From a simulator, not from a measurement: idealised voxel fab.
process module | voxel self aligned vias
cross-section cut | 250 nm wide | cells 5 nm
A cross-section is a grid of square cells, given in bands from the top down. A band is one or more rows of cells.
Each band's line starts with the height of the band's top and of its bottom, in nm. Then come its materials from left to right, each with its width in nm. One material with "throughout" fills the band from edge to edge. "air" is empty space.
Height 0 is the level under which the wafer as received is all one material. The lowest band goes on downwards, as in "0 down".
A width such as "30 to 40" changes by the same amount from each row of cells to the next, from the band's top row to its bottom row.
"no change" after a step means that no cell of the cross-section changed.
closed voids: empty space of 8 cells or more with no open way to the top, each as width x height at its distance from the left edge, in nm
after a step's settings: what the simulator itself notes on the step
overlay nm, on a step with a mask: how far to the right of its planned place the mask lay; to the left if negative
plan
1 op RECEIVE | material Si
2 op CONFORMAL_DEP | material SiO2 | thk nm 15
3 op CONFORMAL_DEP | material SiCN | thk nm 5
4 op DIRECTIONAL_DEP | material lowk | thk nm 25
5 op MASKED_ETCH | tone open | mask id LINES | width nm 25 | pitch nm 60 | etch materials lowk | depth nm 25 | overlay nm 0
6 op CONFORMAL_DEP | material TiN | thk nm 5
7 op FILL_DEP | material W | thk nm 5
8 op CMP | height nm 45
9 op SELECTIVE_ETCH | etch materials W Ru TiN | depth nm 10
10 op FILL_DEP | material SiN | thk nm 5
11 op CMP | height nm 45
12 op DIRECTIONAL_DEP | material lowk | thk nm 20
13 op DIRECTIONAL_DEP | material aC | thk nm 10
14 op PATTERN | tone open | mask id VIAS | material resist | width nm 45 | pitch nm 60 | thk nm 30 | overlay nm 0
15 op DIRECTIONAL_ETCH | etch materials aC | depth nm 10
16 op STRIP | etch materials resist
17 op DIRECTIONAL_ETCH | etch materials lowk | depth nm 20
18 op DIRECTIONAL_ETCH | etch materials SiN | depth nm 10
19 op STRIP | etch materials aC
20 op CONFORMAL_DEP | material TiN | thk nm 5
21 op FILL_DEP | material Cu | thk nm 10
22 op CMP | height nm 65
23 op CONFORMAL_DEP | material SiCN | thk nm 5
first wafer, as planned
as received, after step 1
  0 down: Si throughout
  closed voids: none
after step 2
  15 to 0: SiO2 throughout
  below 0: unchanged
after step 3
  20 to 15: SiCN throughout
  below 15: unchanged
after step 4
  45 to 20: lowk throughout
  below 20: unchanged
after step 5
  45 to 20: lowk 80 | air 25 | lowk 35 | air 25 | lowk 85
  below 20: unchanged
after step 6
  50 to 45: TiN 85 | air 15 | TiN 45 | air 15 | TiN 90
  45 to 25: lowk 80 | TiN 5 | air 15 | TiN 5 | lowk 35 | TiN 5 | air 15 | TiN 5 | lowk 85
  25 to 20: lowk 80 | TiN 25 | lowk 35 | TiN 25 | lowk 85
  below 20: unchanged
after step 7
  55 to 50: W throughout
  50 to 45: TiN 85 | W 15 | TiN 45 | W 15 | TiN 90
  45 to 25: lowk 80 | TiN 5 | W 15 | TiN 5 | lowk 35 | TiN 5 | W 15 | TiN 5 | lowk 85
  below 25: unchanged
after step 8
  45 to 25: lowk 80 | TiN 5 | W 15 | TiN 5 | lowk 35 | TiN 5 | W 15 | TiN 5 | lowk 85
  below 25: unchanged
after step 9
  45 to 35: lowk 80 | air 25 | lowk 35 | air 25 | lowk 85
  below 35: unchanged
after step 10
  50 to 45: SiN throughout
  45 to 35: lowk 80 | SiN 25 | lowk 35 | SiN 25 | lowk 85
  below 35: unchanged
after step 11
  45 to 35: lowk 80 | SiN 25 | lowk 35 | SiN 25 | lowk 85
  below 35: unchanged
after step 12
  65 to 45: lowk throughout
  below 45: unchanged
after step 13
  75 to 65: aC throughout
  below 65: unchanged
after step 14
  105 to 75: resist 70 | air 45 | resist 15 | air 45 | resist 75
  below 75: unchanged
after step 15
  95 to 75: resist 70 | air 45 | resist 15 | air 45 | resist 75
  75 to 65: aC 70 | air 45 | aC 15 | air 45 | aC 75
  below 65: unchanged
after step 16
  75 to 65: aC 70 | air 45 | aC 15 | air 45 | aC 75
  below 65: unchanged
after step 17
  75 to 65: aC 70 | air 45 | aC 15 | air 45 | aC 75
  65 to 45: lowk 70 | air 45 | lowk 15 | air 45 | lowk 75
  below 45: unchanged
after step 18
  75 to 65: aC 70 | air 45 | aC 15 | air 45 | aC 75
  65 to 45: lowk 70 | air 45 | lowk 15 | air 45 | lowk 75
  45 to 35: lowk 80 | air 25 | lowk 35 | air 25 | lowk 85
  below 35: unchanged
after step 19
  65 to 45: lowk 70 | air 45 | lowk 15 | air 45 | lowk 75
  below 45: unchanged
after step 20
  70 to 65: TiN 75 | air 35 | TiN 25 | air 35 | TiN 80
  65 to 50: lowk 70 | TiN 5 | air 35 | TiN 5 | lowk 15 | TiN 5 | air 35 | TiN 5 | lowk 75
  50 to 40: lowk 70 to 80 | TiN 15 to 5 | air 15 | TiN 15 to 5 | lowk 15 to 35 | TiN 15 to 5 | air 15 | TiN 15 to 5 | lowk 75 to 85
  40 to 35: lowk 80 | TiN 25 | lowk 35 | TiN 25 | lowk 85
  below 35: unchanged
after step 21
  80 to 70: Cu throughout
  70 to 65: TiN 75 | Cu 35 | TiN 25 | Cu 35 | TiN 80
  65 to 50: lowk 70 | TiN 5 | Cu 35 | TiN 5 | lowk 15 | TiN 5 | Cu 35 | TiN 5 | lowk 75
  50 to 40: lowk 70 to 80 | TiN 15 to 5 | Cu 15 | TiN 15 to 5 | lowk 15 to 35 | TiN 15 to 5 | Cu 15 | TiN 15 to 5 | lowk 75 to 85
  below 40: unchanged
after step 22
  65 to 50: lowk 70 | TiN 5 | Cu 35 | TiN 5 | lowk 15 | TiN 5 | Cu 35 | TiN 5 | lowk 75
  below 50: unchanged
after step 23
  70 to 65: SiCN throughout
  below 65: unchanged
second wafer: like start, like plan, one mistake. Through step 9 it matches the first wafer
when step 10 should have ended
  50 to 45: Cu throughout
  45 to 35: lowk 80 | Cu 25 | lowk 35 | Cu 25 | lowk 85
  below 35: unchanged
when step 11 should have ended
  45 to 35: lowk 80 | Cu 25 | lowk 35 | Cu 25 | lowk 85
  below 35: unchanged
when step 12 should have ended
  65 to 45: lowk throughout
  below 45: unchanged
when step 13 should have ended
  75 to 65: aC throughout
  below 65: unchanged
when step 14 should have ended
  105 to 75: resist 70 | air 45 | resist 15 | air 45 | resist 75
  below 75: unchanged
when step 15 should have ended
  95 to 75: resist 70 | air 45 | resist 15 | air 45 | resist 75
  75 to 65: aC 70 | air 45 | aC 15 | air 45 | aC 75
  below 65: unchanged
when step 16 should have ended
  75 to 65: aC 70 | air 45 | aC 15 | air 45 | aC 75
  below 65: unchanged
when step 17 should have ended
  75 to 65: aC 70 | air 45 | aC 15 | air 45 | aC 75
  65 to 45: lowk 70 | air 45 | lowk 15 | air 45 | lowk 75
  below 45: unchanged
when step 18 should have ended: no change
when step 19 should have ended
  65 to 45: lowk 70 | air 45 | lowk 15 | air 45 | lowk 75
  below 45: unchanged
when step 20 should have ended
  70 to 65: TiN 75 | air 35 | TiN 25 | air 35 | TiN 80
  65 to 50: lowk 70 | TiN 5 | air 35 | TiN 5 | lowk 15 | TiN 5 | air 35 | TiN 5 | lowk 75
  50 to 45: lowk 70 | TiN 45 | lowk 15 | TiN 45 | lowk 75
  below 45: unchanged
when step 21 should have ended
  80 to 70: Cu throughout
  70 to 65: TiN 75 | Cu 35 | TiN 25 | Cu 35 | TiN 80
  65 to 50: lowk 70 | TiN 5 | Cu 35 | TiN 5 | lowk 15 | TiN 5 | Cu 35 | TiN 5 | lowk 75
  below 50: unchanged
when step 22 should have ended
  65 to 50: lowk 70 | TiN 5 | Cu 35 | TiN 5 | lowk 15 | TiN 5 | Cu 35 | TiN 5 | lowk 75
  below 50: unchanged
when step 23 should have ended
  70 to 65: SiCN throughout
  below 65: unchanged
what went wrong: step 10 ran as: op FILL_DEP | material Cu | thk nm 5
at the end the second wafer has, in cells: 8 more of Cu | 8 fewer of TiN
